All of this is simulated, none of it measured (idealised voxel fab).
process module | voxel self aligned contacts
cross-section cut | 300 nm wide | cells 5 nm
A cross-section is a grid of square cells, given in bands from the top down. A band is one or more rows of cells.
Each band's line starts with the height of the band's top and of its bottom, in nm. Then come its materials from left to right, each with its width in nm. One material with "throughout" fills the band from edge to edge. "air" is empty space.
Height 0 is the level under which the wafer as received is all one material. The lowest band goes on downwards, as in "0 down".
A width such as "30 to 40" changes by the same amount from each row of cells to the next, from the band's top row to its bottom row.
"no change" after a step means that no cell of the cross-section changed.
closed voids: empty space of 8 cells or more with no open way to the top, each as width x height at its distance from the left edge, in nm
after a step's settings: what the simulator itself notes on the step
overlay nm, on a step with a mask: how far to the right of its planned place the mask lay; to the left if negative
plan
1 op RECEIVE | material Si
2 op OXIDIZE | depth nm 5
3 op DIRECTIONAL_DEP | material polySi | thk nm 25
4 op DIRECTIONAL_DEP | material SiN | thk nm 25
5 op DIRECTIONAL_DEP | material aC | thk nm 10
6 op PATTERN | tone cover | mask id GATE | material resist | width nm 35 | pitch nm 80 | thk nm 25 | overlay nm 0
7 op DIRECTIONAL_ETCH | etch materials aC | depth nm 10
8 op STRIP | etch materials resist
9 op DIRECTIONAL_ETCH | etch materials SiN | depth nm 25
10 op DIRECTIONAL_ETCH | etch materials polySi | depth nm 25
11 op STRIP | etch materials aC
12 op CONFORMAL_DEP | material SiN | thk nm 10
13 op DIRECTIONAL_ETCH | etch materials SiN | depth nm 10
14 op FILL_DEP | material SiO2 | thk nm 15
15 op CMP | height nm 60
16 op DIRECTIONAL_DEP | material aC | thk nm 10
17 op PATTERN | tone open | mask id CONTACT | material resist | width nm 65 | pitch nm 80 | thk nm 25 | overlay nm 0
18 op DIRECTIONAL_ETCH | etch materials aC | depth nm 10
19 op STRIP | etch materials resist
20 op DIRECTIONAL_ETCH | etch materials SiO2 | depth nm 65
21 op STRIP | etch materials aC
22 op CONFORMAL_DEP | material TiN | thk nm 5
23 op FILL_DEP | material Ru | thk nm 10
24 op CMP | height nm 60
25 op CONFORMAL_DEP | material SiN | thk nm 5
as received, after step 1
  0 down: Si throughout
  closed voids: none
a wafer at the end: this start, this plan, one mistake
  65 to 60: SiN throughout
  60 to 50: SiO2 75 | TiN 5 to 25 | Ru 55 to 15 | TiN 5 to 25 | SiO2 15 | TiN 5 to 25 | Ru 55 to 15 | TiN 5 to 25 | SiO2 80
  50 to 25: SiO2 40 | SiN 55 | TiN 5 | Ru 15 | TiN 5 | SiN 55 | TiN 5 | Ru 15 | TiN 5 | SiN 55 | SiO2 45
  25 to 20: SiO2 95 | TiN 25 | SiO2 55 | TiN 25 | SiO2 100
  20 to 0: polySi throughout
  0 down: Si throughout
  closed voids: none
what went wrong: steps 2 and 3 were swapped
